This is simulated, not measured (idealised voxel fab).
Process module name: voxel self aligned contacts
Square cell edge 5 nm, section width 260 nm, ID cut.
Cross-section spec: square-cell grid; bands listed top down; each band is one or more rows. Heads up on the band format: heights come first, top then bottom, in nm. After that it's the materials left to right, each with its width in nm. A single material flagged "all across" fills the whole band edge to edge, and "empty" means there's empty space there. Heights from 0 (as-received wafer is one material below). Bottom band endless downward, as "0..down". Width: "30 to 40" (first number = top row, second number = bottom row, same change from row to row of cells). The cross-section has no changed cell in any step marked "no alterations made". Each empty space that has no open way to the top and spans at least 8 cells appears under "Enclosed voids" as width x height at distance, the distance counted from the left edge, all in nm. Past the settings on a step's line: simulator remark, on that step. The optional step-line setting "overlay nm" applies to steps with a mask and quantifies how far to the right of its planned location the mask lay, a negative value indicating leftward placement.

**Planned step list for the process**
step 1: op RECEIVE | material Si
step 2: op CONFORMAL_DEP | material SiO2 | thk nm 5
step 3: op DIRECTIONAL_DEP | material polySi | thk nm 30
step 4: op DIRECTIONAL_DEP | material SiN | thk nm 20
step 5: op DIRECTIONAL_DEP | material aC | thk nm 15
step 6: op PATTERN | tone cover | mask id GATE | material resist | width nm 25 | pitch nm 55 | thk nm 35 | overlay nm 0
step 7: op DIRECTIONAL_ETCH | etch materials aC | depth nm 15
step 8: op STRIP | etch materials resist
step 9: op DIRECTIONAL_ETCH | etch materials SiN | depth nm 20
step 10: op DIRECTIONAL_ETCH | etch materials polySi | depth nm 30
step 11: op STRIP | etch materials aC
step 12: op CONFORMAL_DEP | material SiN | thk nm 5
step 13: op DIRECTIONAL_ETCH | etch materials SiN | depth nm 5
step 14: op FILL_DEP | material SiO2 | thk nm 20
step 15: op CMP | height nm 65
step 16: op DIRECTIONAL_DEP | material aC | thk nm 10
step 17: op PATTERN | tone open | mask id CONTACT | material resist | width nm 40 | thk nm 25 | overlay nm 0
step 18: op DIRECTIONAL_ETCH | etch materials aC | depth nm 10
step 19: op STRIP | etch materials resist
step 20: op DIRECTIONAL_ETCH | etch materials SiO2 | depth nm 65
step 21: op STRIP | etch materials aC
step 22: op CONFORMAL_DEP | material TiN | thk nm 5
step 23: op FILL_DEP | material W | thk nm 5
step 24: op CMP | height nm 65
step 25: op CONFORMAL_DEP | material SiCN | thk nm 5

**Of two wafers, the first: run according to plan**

**Received-state cross-section, reflecting completion of step 1**
  0..down  Si all across
  Enclosed voids: none

**Step 2 done - wafer cross-section**
  5..0  SiO2 all across
  Everything below 0 is unchanged.

**Step 3 done - wafer cross-section**
  35..5  polySi all across
  Everything below 5 is unchanged.

**Step 4 done - wafer cross-section**
  55..35  SiN all across
  Everything below 35 is unchanged.

**Step 5 done - wafer cross-section**
  70..55  aC all across
  Everything below 55 is unchanged.

**Step 6 done - wafer cross-section**
  105..70  empty 90 nm; resist 25 nm; empty 30 nm; resist 25 nm; empty 90 nm
  Everything below 70 is unchanged.

**Step 7 done - wafer cross-section**
  90..70  empty 90 nm; resist 25 nm; empty 30 nm; resist 25 nm; empty 90 nm
  70..55  empty 90 nm; aC 25 nm; empty 30 nm; aC 25 nm; empty 90 nm
  Everything below 55 is unchanged.

**Step 8 done - wafer cross-section**
  70..55  empty 90 nm; aC 25 nm; empty 30 nm; aC 25 nm; empty 90 nm
  Everything below 55 is unchanged.

**Step 9 done - wafer cross-section**
  70..55  empty 90 nm; aC 25 nm; empty 30 nm; aC 25 nm; empty 90 nm
  55..35  empty 90 nm; SiN 25 nm; empty 30 nm; SiN 25 nm; empty 90 nm
  Everything below 35 is unchanged.

**Step 10 done - wafer cross-section**
  70..55  empty 90 nm; aC 25 nm; empty 30 nm; aC 25 nm; empty 90 nm
  55..35  empty 90 nm; SiN 25 nm; empty 30 nm; SiN 25 nm; empty 90 nm
  35..5  empty 90 nm; polySi 25 nm; empty 30 nm; polySi 25 nm; empty 90 nm
  Everything below 5 is unchanged.

**Step 11 done - wafer cross-section**
  55..35  empty 90 nm; SiN 25 nm; empty 30 nm; SiN 25 nm; empty 90 nm
  Everything below 35 is unchanged.

**Step 12 done - wafer cross-section**
  60..35  empty 85 nm; SiN 35 nm; empty 20 nm; SiN 35 nm; empty 85 nm
  35..10  empty 85 nm; SiN 5 nm; polySi 25 nm; SiN 5 nm; empty 20 nm; SiN 5 nm; polySi 25 nm; SiN 5 nm; empty 85 nm
  10..5  SiN 90 nm; polySi 25 nm; SiN 30 nm; polySi 25 nm; SiN 90 nm
  Everything below 5 is unchanged.

**Step 13 done - wafer cross-section**
  55..35  empty 85 nm; SiN 35 nm; empty 20 nm; SiN 35 nm; empty 85 nm
  35..5  empty 85 nm; SiN 5 nm; polySi 25 nm; SiN 5 nm; empty 20 nm; SiN 5 nm; polySi 25 nm; SiN 5 nm; empty 85 nm
  Everything below 5 is unchanged.

**Step 14 done - wafer cross-section**
  75..55  SiO2 all across
  55..35  SiO2 85 nm; SiN 35 nm; SiO2 20 nm; SiN 35 nm; SiO2 85 nm
  35..5  SiO2 85 nm; SiN 5 nm; polySi 25 nm; SiN 5 nm; SiO2 20 nm; SiN 5 nm; polySi 25 nm; SiN 5 nm; SiO2 85 nm
  Everything below 5 is unchanged.

**Step 15 done - wafer cross-section**
  65..55  SiO2 all across
  Everything below 55 is unchanged.

**Step 16 done - wafer cross-section**
  75..65  aC all across
  Everything below 65 is unchanged.

**Step 17 done - wafer cross-section**
  100..75  resist 110 nm; empty 40 nm; resist 110 nm
  Everything below 75 is unchanged.

**Step 18 done - wafer cross-section**
  90..75  resist 110 nm; empty 40 nm; resist 110 nm
  75..65  aC 110 nm; empty 40 nm; aC 110 nm
  Everything below 65 is unchanged.

**Step 19 done - wafer cross-section**
  75..65  aC 110 nm; empty 40 nm; aC 110 nm
  Everything below 65 is unchanged.

**Step 20 done - wafer cross-section**
  75..65  aC 110 nm; empty 40 nm; aC 110 nm
  65..55  SiO2 110 nm; empty 40 nm; SiO2 110 nm
  55..35  SiO2 85 nm; SiN 35 nm; empty 20 nm; SiN 35 nm; SiO2 85 nm
  35..5  SiO2 85 nm; SiN 5 nm; polySi 25 nm; SiN 5 nm; empty 20 nm; SiN 5 nm; polySi 25 nm; SiN 5 nm; SiO2 85 nm
  5..0  SiO2 120 nm; empty 20 nm; SiO2 120 nm
  Everything below 0 is unchanged.

**Step 21 done - wafer cross-section**
  65..55  SiO2 110 nm; empty 40 nm; SiO2 110 nm
  Everything below 55 is unchanged.

**Step 22 done - wafer cross-section**
  70..65  TiN 115 nm; empty 30 nm; TiN 115 nm
  65..55  SiO2 110 nm; TiN 5 to 15 nm; empty 30 to 10 nm; TiN 5 to 15 nm; SiO2 110 nm
  55..35  SiO2 85 nm; SiN 35 nm; TiN 5 nm; empty 10 nm; TiN 5 nm; SiN 35 nm; SiO2 85 nm
  35..5  SiO2 85 nm; SiN 5 nm; polySi 25 nm; SiN 5 nm; TiN 5 nm; empty 10 nm; TiN 5 nm; SiN 5 nm; polySi 25 nm; SiN 5 nm; SiO2 85 nm
  5..0  SiO2 120 nm; TiN 20 nm; SiO2 120 nm
  Everything below 0 is unchanged.

**Step 23 done - wafer cross-section**
  75..70  W all across
  70..65  TiN 115 nm; W 30 nm; TiN 115 nm
  65..55  SiO2 110 nm; TiN 5 to 15 nm; W 30 to 10 nm; TiN 5 to 15 nm; SiO2 110 nm
  55..35  SiO2 85 nm; SiN 35 nm; TiN 5 nm; W 10 nm; TiN 5 nm; SiN 35 nm; SiO2 85 nm
  35..5  SiO2 85 nm; SiN 5 nm; polySi 25 nm; SiN 5 nm; TiN 5 nm; W 10 nm; TiN 5 nm; SiN 5 nm; polySi 25 nm; SiN 5 nm; SiO2 85 nm
  Everything below 5 is unchanged.

**Step 24 done - wafer cross-section**
  65..55  SiO2 110 nm; TiN 5 to 15 nm; W 30 to 10 nm; TiN 5 to 15 nm; SiO2 110 nm
  Everything below 55 is unchanged.

**Step 25 done - wafer cross-section**
  70..65  SiCN all across
  Everything below 65 is unchanged.

**Second wafer, same starting state and plan as the first, one mistake in the run, identical through step 5**

**What the second wafer looks like in cross-section when step 6 should have wrapped up**
  105..70  empty 80 nm; resist 25 nm; empty 30 nm; resist 25 nm; empty 100 nm
  Everything below 70 is unchanged.

**What the second wafer looks like in cross-section when step 7 should have wrapped up**
  90..70  empty 80 nm; resist 25 nm; empty 30 nm; resist 25 nm; empty 100 nm
  70..55  empty 80 nm; aC 25 nm; empty 30 nm; aC 25 nm; empty 100 nm
  Everything below 55 is unchanged.

**What the second wafer looks like in cross-section when step 8 should have wrapped up**
  70..55  empty 80 nm; aC 25 nm; empty 30 nm; aC 25 nm; empty 100 nm
  Everything below 55 is unchanged.

**What the second wafer looks like in cross-section when step 9 should have wrapped up**
  70..55  empty 80 nm; aC 25 nm; empty 30 nm; aC 25 nm; empty 100 nm
  55..35  empty 80 nm; SiN 25 nm; empty 30 nm; SiN 25 nm; empty 100 nm
  Everything below 35 is unchanged.

**What the second wafer looks like in cross-section when step 10 should have wrapped up**
  70..55  empty 80 nm; aC 25 nm; empty 30 nm; aC 25 nm; empty 100 nm
  55..35  empty 80 nm; SiN 25 nm; empty 30 nm; SiN 25 nm; empty 100 nm
  35..5  empty 80 nm; polySi 25 nm; empty 30 nm; polySi 25 nm; empty 100 nm
  Everything below 5 is unchanged.

**What the second wafer looks like in cross-section when step 11 should have wrapped up**
  55..35  empty 80 nm; SiN 25 nm; empty 30 nm; SiN 25 nm; empty 100 nm
  Everything below 35 is unchanged.

**What the second wafer looks like in cross-section when step 12 should have wrapped up**
  60..35  empty 75 nm; SiN 35 nm; empty 20 nm; SiN 35 nm; empty 95 nm
  35..10  empty 75 nm; SiN 5 nm; polySi 25 nm; SiN 5 nm; empty 20 nm; SiN 5 nm; polySi 25 nm; SiN 5 nm; empty 95 nm
  10..5  SiN 80 nm; polySi 25 nm; SiN 30 nm; polySi 25 nm; SiN 100 nm
  Everything below 5 is unchanged.

**What the second wafer looks like in cross-section when step 13 should have wrapped up**
  55..35  empty 75 nm; SiN 35 nm; empty 20 nm; SiN 35 nm; empty 95 nm
  35..5  empty 75 nm; SiN 5 nm; polySi 25 nm; SiN 5 nm; empty 20 nm; SiN 5 nm; polySi 25 nm; SiN 5 nm; empty 95 nm
  Everything below 5 is unchanged.

**What the second wafer looks like in cross-section when step 14 should have wrapped up**
  75..55  SiO2 all across
  55..35  SiO2 75 nm; SiN 35 nm; SiO2 20 nm; SiN 35 nm; SiO2 95 nm
  35..5  SiO2 75 nm; SiN 5 nm; polySi 25 nm; SiN 5 nm; SiO2 20 nm; SiN 5 nm; polySi 25 nm; SiN 5 nm; SiO2 95 nm
  Everything below 5 is unchanged.

**What the second wafer looks like in cross-section when step 15 should have wrapped up**
  65..55  SiO2 all across
  Everything below 55 is unchanged.

**What the second wafer looks like in cross-section when step 16 should have wrapped up**
  75..65  aC all across
  Everything below 65 is unchanged.

**What the second wafer looks like in cross-section when step 17 should have wrapped up**
  100..75  resist 110 nm; empty 40 nm; resist 110 nm
  Everything below 75 is unchanged.

**What the second wafer looks like in cross-section when step 18 should have wrapped up**
  90..75  resist 110 nm; empty 40 nm; resist 110 nm
  75..65  aC 110 nm; empty 40 nm; aC 110 nm
  Everything below 65 is unchanged.

**What the second wafer looks like in cross-section when step 19 should have wrapped up**
  75..65  aC 110 nm; empty 40 nm; aC 110 nm
  Everything below 65 is unchanged.

**What the second wafer looks like in cross-section when step 20 should have wrapped up**
  75..65  aC 110 nm; empty 40 nm; aC 110 nm
  65..55  SiO2 110 nm; empty 40 nm; SiO2 110 nm
  55..35  SiO2 75 nm; SiN 35 nm; empty 20 nm; SiN 35 nm; SiO2 95 nm
  35..5  SiO2 75 nm; SiN 5 nm; polySi 25 nm; SiN 5 nm; empty 20 nm; SiN 5 nm; polySi 25 nm; SiN 5 nm; SiO2 95 nm
  5..0  SiO2 110 nm; empty 20 nm; SiO2 130 nm
  Everything below 0 is unchanged.

**What the second wafer looks like in cross-section when step 21 should have wrapped up**
  65..55  SiO2 110 nm; empty 40 nm; SiO2 110 nm
  Everything below 55 is unchanged.

**What the second wafer looks like in cross-section when step 22 should have wrapped up**
  70..65  TiN 115 nm; empty 30 nm; TiN 115 nm
  65..55  SiO2 110 nm; TiN 5 nm; empty 30 to 10 nm; TiN 5 to 25 nm; SiO2 110 nm
  55..35  SiO2 75 nm; SiN 35 nm; TiN 5 nm; empty 10 nm; TiN 5 nm; SiN 35 nm; SiO2 95 nm
  35..5  SiO2 75 nm; SiN 5 nm; polySi 25 nm; SiN 5 nm; TiN 5 nm; empty 10 nm; TiN 5 nm; SiN 5 nm; polySi 25 nm; SiN 5 nm; SiO2 95 nm
  5..0  SiO2 110 nm; TiN 20 nm; SiO2 130 nm
  Everything below 0 is unchanged.

**What the second wafer looks like in cross-section when step 23 should have wrapped up**
  75..70  W all across
  70..65  TiN 115 nm; W 30 nm; TiN 115 nm
  65..55  SiO2 110 nm; TiN 5 nm; W 30 to 10 nm; TiN 5 to 25 nm; SiO2 110 nm
  55..35  SiO2 75 nm; SiN 35 nm; TiN 5 nm; W 10 nm; TiN 5 nm; SiN 35 nm; SiO2 95 nm
  35..5  SiO2 75 nm; SiN 5 nm; polySi 25 nm; SiN 5 nm; TiN 5 nm; W 10 nm; TiN 5 nm; SiN 5 nm; polySi 25 nm; SiN 5 nm; SiO2 95 nm
  Everything below 5 is unchanged.

**What the second wafer looks like in cross-section when step 24 should have wrapped up**
  65..55  SiO2 110 nm; TiN 5 nm; W 30 to 10 nm; TiN 5 to 25 nm; SiO2 110 nm
  Everything below 55 is unchanged.

**What the second wafer looks like in cross-section when step 25 should have wrapped up**
  70..65  SiCN all across
  Everything below 65 is unchanged.
Error vs. plan: step 6 went in with a setting other than planned; the actual run was op PATTERN | tone cover | mask id GATE | material resist | width nm 25 | pitch nm 55 | thk nm 35 | overlay nm -10
Matching per-material cell counts, mismatched positions: that is how the second wafer compares with the first at the end.
